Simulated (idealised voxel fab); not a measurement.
process module | voxel transistor to metal
cross-section cut | 185 nm wide | cells 5 nm
A cross-section is a grid of square cells, given in bands from the top down. A band is one or more rows of cells.
Each band's line starts with the height of the band's top and of its bottom, in nm. Then come its materials from left to right, each with its width in nm. One material with "throughout" fills the band from edge to edge. "air" is empty space.
Height 0 is the level under which the wafer as received is all one material. The lowest band goes on downwards, as in "0 down".
A width such as "30 to 40" changes by the same amount from each row of cells to the next, from the band's top row to its bottom row.
"no change" after a step means that no cell of the cross-section changed.
closed voids: empty space of 8 cells or more with no open way to the top, each as width x height at its distance from the left edge, in nm
after a step's settings: what the simulator itself notes on the step
overlay nm, on a step with a mask: how far to the right of its planned place the mask lay; to the left if negative
plan
1 op RECEIVE | material Si
2 op CONFORMAL_DEP | material SiO2 | thk nm 5
3 op CONFORMAL_DEP | material SiN | thk nm 10
4 op DIRECTIONAL_DEP | material aC | thk nm 15
5 op PATTERN | tone cover | mask id ACTIVE | material resist | width nm 100 | thk nm 30 | overlay nm 0
6 op DIRECTIONAL_ETCH | etch materials aC | depth nm 15
7 op STRIP | etch materials resist
8 op DIRECTIONAL_ETCH | etch materials SiN | depth nm 10
9 op DIRECTIONAL_ETCH | etch materials SiO2 | depth nm 5
10 op DIRECTIONAL_ETCH | etch materials Si | depth nm 30
11 op STRIP | etch materials aC
12 op FILL_DEP | material SiO2 | thk nm 15
13 op CMP | height nm 15
14 op SELECTIVE_ETCH | etch materials SiO2 | depth nm 10
15 op STRIP | etch materials SiN
16 op SELECTIVE_ETCH | etch materials SiO2 | depth nm 5
17 op OXIDIZE | depth nm 5
18 op DIRECTIONAL_DEP | material polySi | thk nm 25
19 op DIRECTIONAL_DEP | material SiCN | thk nm 10
20 op DIRECTIONAL_DEP | material aC | thk nm 15
21 op PATTERN | tone cover | mask id GATE | material resist | width nm 20 | thk nm 35 | overlay nm 0
22 op DIRECTIONAL_ETCH | etch materials aC | depth nm 15
23 op STRIP | etch materials resist
24 op DIRECTIONAL_ETCH | etch materials SiCN | depth nm 20
25 op DIRECTIONAL_ETCH | etch materials polySi | depth nm 35
26 op STRIP | etch materials aC
27 op CONFORMAL_DEP | material SiN | thk nm 10
28 op DIRECTIONAL_ETCH | etch materials SiN | depth nm 10
29 op DIRECTIONAL_ETCH | etch materials SiO2 | depth nm 5
30 op DIRECTIONAL_ETCH | etch materials Si | depth nm 10
31 op EPI | material SiGe | thk nm 15
32 op FILL_DEP | material SiO2 | thk nm 5
33 op CMP | height nm 35
34 op DIRECTIONAL_DEP | material SiO2 | thk nm 10
35 op PATTERN | tone open | mask id CONTACT | material resist | width nm 30 | pitch nm 60 | thk nm 15 | overlay nm 0
36 op DIRECTIONAL_ETCH | etch materials SiO2 | depth nm 45
37 op STRIP | etch materials resist
38 op CONFORMAL_DEP | material TiN | thk nm 5
39 op FILL_DEP | material W | thk nm 10
40 op CMP | height nm 45
41 op CONFORMAL_DEP | material SiN | thk nm 5
42 op DIRECTIONAL_DEP | material SiO2 | thk nm 20
43 op MASKED_ETCH | tone open | mask id METAL_1 | width nm 15 | pitch nm 75 | etch materials SiO2 | depth nm 20 | overlay nm 0
44 op MASKED_ETCH | tone open | mask id METAL_1 | width nm 15 | pitch nm 75 | etch materials SiN | depth nm 5 | overlay nm 0
45 op CONFORMAL_DEP | material TiN | thk nm 5
46 op FILL_DEP | material Cu | thk nm 10
47 op CMP | height nm 70
48 op CONFORMAL_DEP | material SiCN | thk nm 5
49 op DIRECTIONAL_DEP | material SiO2 | thk nm 25
50 op PATTERN | tone open | mask id METAL_2 | material resist | width nm 15 | pitch nm 75 | thk nm 15 | overlay nm 0
51 op DIRECTIONAL_ETCH | etch materials SiO2 | depth nm 15
52 op STRIP | etch materials resist
53 op DIRECTIONAL_DEP | material aC | thk nm 15
54 op PATTERN | tone open | mask id METAL_2_HOLES | material resist | width nm 15 | pitch nm 75 | thk nm 35 | overlay nm 0
55 op DIRECTIONAL_ETCH | etch materials aC | depth nm 15
56 op STRIP | etch materials resist
57 op DIRECTIONAL_ETCH | etch materials SiO2 | depth nm 10
58 op DIRECTIONAL_ETCH | etch materials SiCN | depth nm 5
59 op STRIP | etch materials aC
60 op CONFORMAL_DEP | material TiN | thk nm 5
61 op FILL_DEP | material Cu | thk nm 10
62 op CMP | height nm 100
63 op CONFORMAL_DEP | material SiN | thk nm 5
first wafer, as planned
as received, after step 1
  0 down: Si throughout
  closed voids: none
after step 2
  5 to 0: SiO2 throughout
  below 0: unchanged
after step 3
  15 to 5: SiN throughout
  below 5: unchanged
after step 4
  30 to 15: aC throughout
  below 15: unchanged
after step 5
  60 to 30: air 40 | resist 100 | air 45
  below 30: unchanged
after step 6
  45 to 30: air 40 | resist 100 | air 45
  30 to 15: air 40 | aC 100 | air 45
  below 15: unchanged
after step 7
  30 to 15: air 40 | aC 100 | air 45
  below 15: unchanged
after step 8
  30 to 15: air 40 | aC 100 | air 45
  15 to 5: air 40 | SiN 100 | air 45
  below 5: unchanged
after step 9
  30 to 15: air 40 | aC 100 | air 45
  15 to 5: air 40 | SiN 100 | air 45
  5 to 0: air 40 | SiO2 100 | air 45
  below 0: unchanged
after step 10
  30 to 15: air 40 | aC 100 | air 45
  15 to 5: air 40 | SiN 100 | air 45
  5 to 0: air 40 | SiO2 100 | air 45
  0 to -30: air 40 | Si 100 | air 45
  below -30: unchanged
after step 11
  15 to 5: air 40 | SiN 100 | air 45
  below 5: unchanged
after step 12
  30 to 15: SiO2 throughout
  15 to 5: SiO2 40 | SiN 100 | SiO2 45
  5 to 0: SiO2 throughout
  0 to -30: SiO2 40 | Si 100 | SiO2 45
  below -30: unchanged
after step 13
  15 to 5: SiO2 40 | SiN 100 | SiO2 45
  below 5: unchanged
after step 14
  15 to 5: air 40 | SiN 100 | air 45
  below 5: unchanged
after step 15
  5 to 0: SiO2 throughout
  below 0: unchanged
after step 16
  0 to -30: SiO2 40 | Si 100 | SiO2 45
  below -30: unchanged
after step 17
  0 to -5: SiO2 throughout
  below -5: unchanged
after step 18
  25 to 0: polySi throughout
  below 0: unchanged
after step 19
  35 to 25: SiCN throughout
  below 25: unchanged
after step 20
  50 to 35: aC throughout
  below 35: unchanged
after step 21
  85 to 50: air 80 | resist 20 | air 85
  below 50: unchanged
after step 22
  70 to 50: air 80 | resist 20 | air 85
  50 to 35: air 80 | aC 20 | air 85
  below 35: unchanged
after step 23
  50 to 35: air 80 | aC 20 | air 85
  below 35: unchanged
after step 24
  50 to 35: air 80 | aC 20 | air 85
  35 to 25: air 80 | SiCN 20 | air 85
  below 25: unchanged
after step 25
  50 to 35: air 80 | aC 20 | air 85
  35 to 25: air 80 | SiCN 20 | air 85
  25 to 0: air 80 | polySi 20 | air 85
  below 0: unchanged
after step 26
  35 to 25: air 80 | SiCN 20 | air 85
  below 25: unchanged
after step 27
  45 to 35: air 70 | SiN 40 | air 75
  35 to 25: air 70 | SiN 10 | SiCN 20 | SiN 10 | air 75
  25 to 10: air 70 | SiN 10 | polySi 20 | SiN 10 | air 75
  10 to 0: SiN 80 | polySi 20 | SiN 85
  below 0: unchanged
after step 28
  35 to 25: air 70 | SiN 10 | SiCN 20 | SiN 10 | air 75
  25 to 0: air 70 | SiN 10 | polySi 20 | SiN 10 | air 75
  below 0: unchanged
after step 29
  35 to 25: air 70 | SiN 10 | SiCN 20 | SiN 10 | air 75
  25 to 0: air 70 | SiN 10 | polySi 20 | SiN 10 | air 75
  0 to -5: air 70 | SiO2 40 | air 75
  below -5: unchanged
after step 30
  35 to 25: air 70 | SiN 10 | SiCN 20 | SiN 10 | air 75
  25 to 0: air 70 | SiN 10 | polySi 20 | SiN 10 | air 75
  0 to -5: air 70 | SiO2 40 | air 75
  -5 to -15: SiO2 40 | air 30 | Si 40 | air 30 | SiO2 45
  below -15: unchanged
after step 31
  35 to 25: air 70 | SiN 10 | SiCN 20 | SiN 10 | air 75
  25 to 10: air 70 | SiN 10 | polySi 20 | SiN 10 | air 75
  10 to 0: air 55 | SiGe 15 | SiN 10 | polySi 20 | SiN 10 | SiGe 15 | air 60
  0 to -5: air 35 | SiGe 35 | SiO2 40 | SiGe 35 | air 40
  -5 to -15: SiO2 40 | SiGe 30 | Si 40 | SiGe 30 | SiO2 45
  below -15: unchanged
after step 32
  40 to 35: SiO2 throughout
  35 to 25: SiO2 70 | SiN 10 | SiCN 20 | SiN 10 | SiO2 75
  25 to 10: SiO2 70 | SiN 10 | polySi 20 | SiN 10 | SiO2 75
  10 to 0: SiO2 55 | SiGe 15 | SiN 10 | polySi 20 | SiN 10 | SiGe 15 | SiO2 60
  0 to -5: SiO2 35 | SiGe 35 | SiO2 40 | SiGe 35 | SiO2 40
  below -5: unchanged
after step 33
  35 to 25: SiO2 70 | SiN 10 | SiCN 20 | SiN 10 | SiO2 75
  below 25: unchanged
after step 34
  45 to 35: SiO2 throughout
  below 35: unchanged
after step 35
  60 to 45: resist 45 | air 30 | resist 30 | air 30 | resist 50
  below 45: unchanged
after step 36
  60 to 45: resist 45 | air 30 | resist 30 | air 30 | resist 50
  45 to 35: SiO2 45 | air 30 | SiO2 30 | air 30 | SiO2 50
  35 to 25: SiO2 45 | air 25 | SiN 10 | SiCN 20 | SiN 10 | air 25 | SiO2 50
  25 to 10: SiO2 45 | air 25 | SiN 10 | polySi 20 | SiN 10 | air 25 | SiO2 50
  10 to 0: SiO2 45 | air 10 | SiGe 15 | SiN 10 | polySi 20 | SiN 10 | SiGe 15 | air 10 | SiO2 50
  below 0: unchanged
after step 37
  45 to 35: SiO2 45 | air 30 | SiO2 30 | air 30 | SiO2 50
  below 35: unchanged
after step 38
  50 to 45: TiN 50 | air 20 | TiN 40 | air 20 | TiN 55
  45 to 35: SiO2 45 | TiN 5 | air 20 to 15 | TiN 5 to 10 | SiO2 30 | TiN 5 to 10 | air 20 to 15 | TiN 5 | SiO2 50
  35 to 25: SiO2 45 | TiN 5 | air 15 | TiN 5 | SiN 10 | SiCN 20 | SiN 10 | TiN 5 | air 15 | TiN 5 | SiO2 50
  25 to 15: SiO2 45 | TiN 5 | air 15 | TiN 5 | SiN 10 | polySi 20 | SiN 10 | TiN 5 | air 15 | TiN 5 | SiO2 50
  15 to 10: SiO2 45 | TiN 25 | SiN 10 | polySi 20 | SiN 10 | TiN 25 | SiO2 50
  10 to 0: SiO2 45 | TiN 10 | SiGe 15 | SiN 10 | polySi 20 | SiN 10 | SiGe 15 | TiN 10 | SiO2 50
  below 0: unchanged
after step 39
  60 to 50: W throughout
  50 to 45: TiN 50 | W 20 | TiN 40 | W 20 | TiN 55
  45 to 35: SiO2 45 | TiN 5 | W 20 to 15 | TiN 5 to 10 | SiO2 30 | TiN 5 to 10 | W 20 to 15 | TiN 5 | SiO2 50
  35 to 25: SiO2 45 | TiN 5 | W 15 | TiN 5 | SiN 10 | SiCN 20 | SiN 10 | TiN 5 | W 15 | TiN 5 | SiO2 50
  25 to 15: SiO2 45 | TiN 5 | W 15 | TiN 5 | SiN 10 | polySi 20 | SiN 10 | TiN 5 | W 15 | TiN 5 | SiO2 50
  below 15: unchanged
after step 40
  45 to 35: SiO2 45 | TiN 5 | W 20 to 15 | TiN 5 to 10 | SiO2 30 | TiN 5 to 10 | W 20 to 15 | TiN 5 | SiO2 50
  below 35: unchanged
after step 41
  50 to 45: SiN throughout
  below 45: unchanged
after step 42
  70 to 50: SiO2 throughout
  below 50: unchanged
after step 43
  70 to 50: SiO2 45 | air 15 | SiO2 60 | air 15 | SiO2 50
  below 50: unchanged
after step 44
  70 to 50: SiO2 45 | air 15 | SiO2 60 | air 15 | SiO2 50
  50 to 45: SiN 45 | air 15 | SiN 60 | air 15 | SiN 50
  below 45: unchanged
after step 45
  75 to 70: TiN 50 | air 5 | TiN 70 | air 5 | TiN 55
  70 to 50: SiO2 45 | TiN 5 | air 5 | TiN 5 | SiO2 60 | TiN 5 | air 5 | TiN 5 | SiO2 50
  50 to 45: SiN 45 | TiN 15 | SiN 60 | TiN 15 | SiN 50
  below 45: unchanged
after step 46
  85 to 75: Cu throughout
  75 to 70: TiN 50 | Cu 5 | TiN 70 | Cu 5 | TiN 55
  70 to 50: SiO2 45 | TiN 5 | Cu 5 | TiN 5 | SiO2 60 | TiN 5 | Cu 5 | TiN 5 | SiO2 50
  below 50: unchanged
after step 47
  70 to 50: SiO2 45 | TiN 5 | Cu 5 | TiN 5 | SiO2 60 | TiN 5 | Cu 5 | TiN 5 | SiO2 50
  below 50: unchanged
after step 48
  75 to 70: SiCN throughout
  below 70: unchanged
after step 49
  100 to 75: SiO2 throughout
  below 75: unchanged
after step 50
  115 to 100: resist 45 | air 15 | resist 60 | air 15 | resist 50
  below 100: unchanged
after step 51
  115 to 100: resist 45 | air 15 | resist 60 | air 15 | resist 50
  100 to 85: SiO2 45 | air 15 | SiO2 60 | air 15 | SiO2 50
  below 85: unchanged
after step 52
  100 to 85: SiO2 45 | air 15 | SiO2 60 | air 15 | SiO2 50
  below 85: unchanged
after step 53
  115 to 100: aC 45 | air 15 | aC 60 | air 15 | aC 50
  100 to 85: SiO2 45 | aC 15 | SiO2 60 | aC 15 | SiO2 50
  below 85: unchanged
after step 54
  150 to 115: resist 45 | air 15 | resist 60 | air 15 | resist 50
  below 115: unchanged
after step 55
  135 to 115: resist 45 | air 15 | resist 60 | air 15 | resist 50
  115 to 100: aC 45 | air 15 | aC 60 | air 15 | aC 50
  100 to 85: SiO2 45 | air 15 | SiO2 60 | air 15 | SiO2 50
  below 85: unchanged
after step 56
  115 to 100: aC 45 | air 15 | aC 60 | air 15 | aC 50
  below 100: unchanged
after step 57
  115 to 100: aC 45 | air 15 | aC 60 | air 15 | aC 50
  100 to 75: SiO2 45 | air 15 | SiO2 60 | air 15 | SiO2 50
  below 75: unchanged
after step 58
  115 to 100: aC 45 | air 15 | aC 60 | air 15 | aC 50
  100 to 75: SiO2 45 | air 15 | SiO2 60 | air 15 | SiO2 50
  75 to 70: SiCN 45 | air 15 | SiCN 60 | air 15 | SiCN 50
  below 70: unchanged
after step 59
  100 to 75: SiO2 45 | air 15 | SiO2 60 | air 15 | SiO2 50
  below 75: unchanged
after step 60
  105 to 100: TiN 50 | air 5 | TiN 70 | air 5 | TiN 55
  100 to 75: SiO2 45 | TiN 5 | air 5 | TiN 5 | SiO2 60 | TiN 5 | air 5 | TiN 5 | SiO2 50
  75 to 70: SiCN 45 | TiN 15 | SiCN 60 | TiN 15 | SiCN 50
  below 70: unchanged
after step 61
  115 to 105: Cu throughout
  105 to 100: TiN 50 | Cu 5 | TiN 70 | Cu 5 | TiN 55
  100 to 75: SiO2 45 | TiN 5 | Cu 5 | TiN 5 | SiO2 60 | TiN 5 | Cu 5 | TiN 5 | SiO2 50
  below 75: unchanged
after step 62
  100 to 75: SiO2 45 | TiN 5 | Cu 5 | TiN 5 | SiO2 60 | TiN 5 | Cu 5 | TiN 5 | SiO2 50
  below 75: unchanged
after step 63
  105 to 100: SiN throughout
  below 100: unchanged
second wafer: like start, like plan, one mistake. Through step 20 it matches the first wafer
when step 21 should have ended
  85 to 50: air 85 | resist 20 | air 80
  below 50: unchanged
when step 22 should have ended
  70 to 50: air 85 | resist 20 | air 80
  50 to 35: air 85 | aC 20 | air 80
  below 35: unchanged
when step 23 should have ended
  50 to 35: air 85 | aC 20 | air 80
  below 35: unchanged
when step 24 should have ended
  50 to 35: air 85 | aC 20 | air 80
  35 to 25: air 85 | SiCN 20 | air 80
  below 25: unchanged
when step 25 should have ended
  50 to 35: air 85 | aC 20 | air 80
  35 to 25: air 85 | SiCN 20 | air 80
  25 to 0: air 85 | polySi 20 | air 80
  below 0: unchanged
when step 26 should have ended
  35 to 25: air 85 | SiCN 20 | air 80
  below 25: unchanged
when step 27 should have ended
  45 to 35: air 75 | SiN 40 | air 70
  35 to 25: air 75 | SiN 10 | SiCN 20 | SiN 10 | air 70
  25 to 10: air 75 | SiN 10 | polySi 20 | SiN 10 | air 70
  10 to 0: SiN 85 | polySi 20 | SiN 80
  below 0: unchanged
when step 28 should have ended
  35 to 25: air 75 | SiN 10 | SiCN 20 | SiN 10 | air 70
  25 to 0: air 75 | SiN 10 | polySi 20 | SiN 10 | air 70
  below 0: unchanged
when step 29 should have ended
  35 to 25: air 75 | SiN 10 | SiCN 20 | SiN 10 | air 70
  25 to 0: air 75 | SiN 10 | polySi 20 | SiN 10 | air 70
  0 to -5: air 75 | SiO2 40 | air 70
  below -5: unchanged
when step 30 should have ended
  35 to 25: air 75 | SiN 10 | SiCN 20 | SiN 10 | air 70
  25 to 0: air 75 | SiN 10 | polySi 20 | SiN 10 | air 70
  0 to -5: air 75 | SiO2 40 | air 70
  -5 to -15: SiO2 40 | air 35 | Si 40 | air 25 | SiO2 45
  below -15: unchanged
when step 31 should have ended
  35 to 25: air 75 | SiN 10 | SiCN 20 | SiN 10 | air 70
  25 to 10: air 75 | SiN 10 | polySi 20 | SiN 10 | air 70
  10 to 0: air 60 | SiGe 15 | SiN 10 | polySi 20 | SiN 10 | SiGe 15 | air 55
  0 to -5: air 35 | SiGe 40 | SiO2 40 | SiGe 30 | air 40
  -5 to -15: SiO2 40 | SiGe 35 | Si 40 | SiGe 25 | SiO2 45
  below -15: unchanged
when step 32 should have ended
  40 to 35: SiO2 throughout
  35 to 25: SiO2 75 | SiN 10 | SiCN 20 | SiN 10 | SiO2 70
  25 to 10: SiO2 75 | SiN 10 | polySi 20 | SiN 10 | SiO2 70
  10 to 0: SiO2 60 | SiGe 15 | SiN 10 | polySi 20 | SiN 10 | SiGe 15 | SiO2 55
  0 to -5: SiO2 35 | SiGe 40 | SiO2 40 | SiGe 30 | SiO2 40
  below -5: unchanged
when step 33 should have ended
  35 to 25: SiO2 75 | SiN 10 | SiCN 20 | SiN 10 | SiO2 70
  below 25: unchanged
when step 34 should have ended
  45 to 35: SiO2 throughout
  below 35: unchanged
when step 35 should have ended
  60 to 45: resist 45 | air 30 | resist 30 | air 30 | resist 50
  below 45: unchanged
when step 36 should have ended
  60 to 45: resist 45 | air 30 | resist 30 | air 30 | resist 50
  45 to 35: SiO2 45 | air 30 | SiO2 30 | air 30 | SiO2 50
  35 to 25: SiO2 45 | air 30 | SiN 10 | SiCN 20 | SiN 10 | air 20 | SiO2 50
  25 to 10: SiO2 45 | air 30 | SiN 10 | polySi 20 | SiN 10 | air 20 | SiO2 50
  10 to 0: SiO2 45 | air 15 | SiGe 15 | SiN 10 | polySi 20 | SiN 10 | SiGe 15 | air 5 | SiO2 50
  below 0: unchanged
when step 37 should have ended
  45 to 35: SiO2 45 | air 30 | SiO2 30 | air 30 | SiO2 50
  below 35: unchanged
when step 38 should have ended
  50 to 45: TiN 50 | air 20 | TiN 40 | air 20 | TiN 55
  45 to 35: SiO2 45 | TiN 5 | air 20 | TiN 5 | SiO2 30 | TiN 5 to 15 | air 20 to 10 | TiN 5 | SiO2 50
  35 to 25: SiO2 45 | TiN 5 | air 20 | TiN 5 | SiN 10 | SiCN 20 | SiN 10 | TiN 5 | air 10 | TiN 5 | SiO2 50
  25 to 15: SiO2 45 | TiN 5 | air 20 | TiN 5 | SiN 10 | polySi 20 | SiN 10 | TiN 5 | air 10 | TiN 5 | SiO2 50
  15 to 10: SiO2 45 | TiN 5 | air 5 | TiN 20 | SiN 10 | polySi 20 | SiN 10 | TiN 20 | SiO2 50
  10 to 5: SiO2 45 | TiN 5 | air 5 | TiN 5 | SiGe 15 | SiN 10 | polySi 20 | SiN 10 | SiGe 15 | TiN 5 | SiO2 50
  5 to 0: SiO2 45 | TiN 15 | SiGe 15 | SiN 10 | polySi 20 | SiN 10 | SiGe 15 | TiN 5 | SiO2 50
  below 0: unchanged
when step 39 should have ended
  60 to 50: W throughout
  50 to 45: TiN 50 | W 20 | TiN 40 | W 20 | TiN 55
  45 to 35: SiO2 45 | TiN 5 | W 20 | TiN 5 | SiO2 30 | TiN 5 to 15 | W 20 to 10 | TiN 5 | SiO2 50
  35 to 25: SiO2 45 | TiN 5 | W 20 | TiN 5 | SiN 10 | SiCN 20 | SiN 10 | TiN 5 | W 10 | TiN 5 | SiO2 50
  25 to 15: SiO2 45 | TiN 5 | W 20 | TiN 5 | SiN 10 | polySi 20 | SiN 10 | TiN 5 | W 10 | TiN 5 | SiO2 50
  15 to 10: SiO2 45 | TiN 5 | W 5 | TiN 20 | SiN 10 | polySi 20 | SiN 10 | TiN 20 | SiO2 50
  10 to 5: SiO2 45 | TiN 5 | W 5 | TiN 5 | SiGe 15 | SiN 10 | polySi 20 | SiN 10 | SiGe 15 | TiN 5 | SiO2 50
  below 5: unchanged
when step 40 should have ended
  45 to 35: SiO2 45 | TiN 5 | W 20 | TiN 5 | SiO2 30 | TiN 5 to 15 | W 20 to 10 | TiN 5 | SiO2 50
  below 35: unchanged
when step 41 should have ended
  50 to 45: SiN throughout
  below 45: unchanged
when step 42 should have ended
  70 to 50: SiO2 throughout
  below 50: unchanged
when step 43 should have ended
  70 to 50: SiO2 45 | air 15 | SiO2 60 | air 15 | SiO2 50
  below 50: unchanged
when step 44 should have ended
  70 to 50: SiO2 45 | air 15 | SiO2 60 | air 15 | SiO2 50
  50 to 45: SiN 45 | air 15 | SiN 60 | air 15 | SiN 50
  below 45: unchanged
when step 45 should have ended
  75 to 70: TiN 50 | air 5 | TiN 70 | air 5 | TiN 55
  70 to 50: SiO2 45 | TiN 5 | air 5 | TiN 5 | SiO2 60 | TiN 5 | air 5 | TiN 5 | SiO2 50
  50 to 45: SiN 45 | TiN 15 | SiN 60 | TiN 15 | SiN 50
  below 45: unchanged
when step 46 should have ended
  85 to 75: Cu throughout
  75 to 70: TiN 50 | Cu 5 | TiN 70 | Cu 5 | TiN 55
  70 to 50: SiO2 45 | TiN 5 | Cu 5 | TiN 5 | SiO2 60 | TiN 5 | Cu 5 | TiN 5 | SiO2 50
  below 50: unchanged
when step 47 should have ended
  70 to 50: SiO2 45 | TiN 5 | Cu 5 | TiN 5 | SiO2 60 | TiN 5 | Cu 5 | TiN 5 | SiO2 50
  below 50: unchanged
when step 48 should have ended
  75 to 70: SiCN throughout
  below 70: unchanged
when step 49 should have ended
  100 to 75: SiO2 throughout
  below 75: unchanged
when step 50 should have ended
  115 to 100: resist 45 | air 15 | resist 60 | air 15 | resist 50
  below 100: unchanged
when step 51 should have ended
  115 to 100: resist 45 | air 15 | resist 60 | air 15 | resist 50
  100 to 85: SiO2 45 | air 15 | SiO2 60 | air 15 | SiO2 50
  below 85: unchanged
when step 52 should have ended
  100 to 85: SiO2 45 | air 15 | SiO2 60 | air 15 | SiO2 50
  below 85: unchanged
when step 53 should have ended
  115 to 100: aC 45 | air 15 | aC 60 | air 15 | aC 50
  100 to 85: SiO2 45 | aC 15 | SiO2 60 | aC 15 | SiO2 50
  below 85: unchanged
when step 54 should have ended
  150 to 115: resist 45 | air 15 | resist 60 | air 15 | resist 50
  below 115: unchanged
when step 55 should have ended
  135 to 115: resist 45 | air 15 | resist 60 | air 15 | resist 50
  115 to 100: aC 45 | air 15 | aC 60 | air 15 | aC 50
  100 to 85: SiO2 45 | air 15 | SiO2 60 | air 15 | SiO2 50
  below 85: unchanged
when step 56 should have ended
  115 to 100: aC 45 | air 15 | aC 60 | air 15 | aC 50
  below 100: unchanged
when step 57 should have ended
  115 to 100: aC 45 | air 15 | aC 60 | air 15 | aC 50
  100 to 75: SiO2 45 | air 15 | SiO2 60 | air 15 | SiO2 50
  below 75: unchanged
when step 58 should have ended
  115 to 100: aC 45 | air 15 | aC 60 | air 15 | aC 50
  100 to 75: SiO2 45 | air 15 | SiO2 60 | air 15 | SiO2 50
  75 to 70: SiCN 45 | air 15 | SiCN 60 | air 15 | SiCN 50
  below 70: unchanged
when step 59 should have ended
  100 to 75: SiO2 45 | air 15 | SiO2 60 | air 15 | SiO2 50
  below 75: unchanged
when step 60 should have ended
  105 to 100: TiN 50 | air 5 | TiN 70 | air 5 | TiN 55
  100 to 75: SiO2 45 | TiN 5 | air 5 | TiN 5 | SiO2 60 | TiN 5 | air 5 | TiN 5 | SiO2 50
  75 to 70: SiCN 45 | TiN 15 | SiCN 60 | TiN 15 | SiCN 50
  below 70: unchanged
when step 61 should have ended
  115 to 105: Cu throughout
  105 to 100: TiN 50 | Cu 5 | TiN 70 | Cu 5 | TiN 55
  100 to 75: SiO2 45 | TiN 5 | Cu 5 | TiN 5 | SiO2 60 | TiN 5 | Cu 5 | TiN 5 | SiO2 50
  below 75: unchanged
when step 62 should have ended
  100 to 75: SiO2 45 | TiN 5 | Cu 5 | TiN 5 | SiO2 60 | TiN 5 | Cu 5 | TiN 5 | SiO2 50
  below 75: unchanged
when step 63 should have ended
  105 to 100: SiN throughout
  below 100: unchanged
what went wrong: step 21 ran as: op PATTERN | tone cover | mask id GATE | material resist | width nm 20 | thk nm 35 | overlay nm 5
at the end the second wafer has, in cells: 2 fewer of TiN | 2 more of W
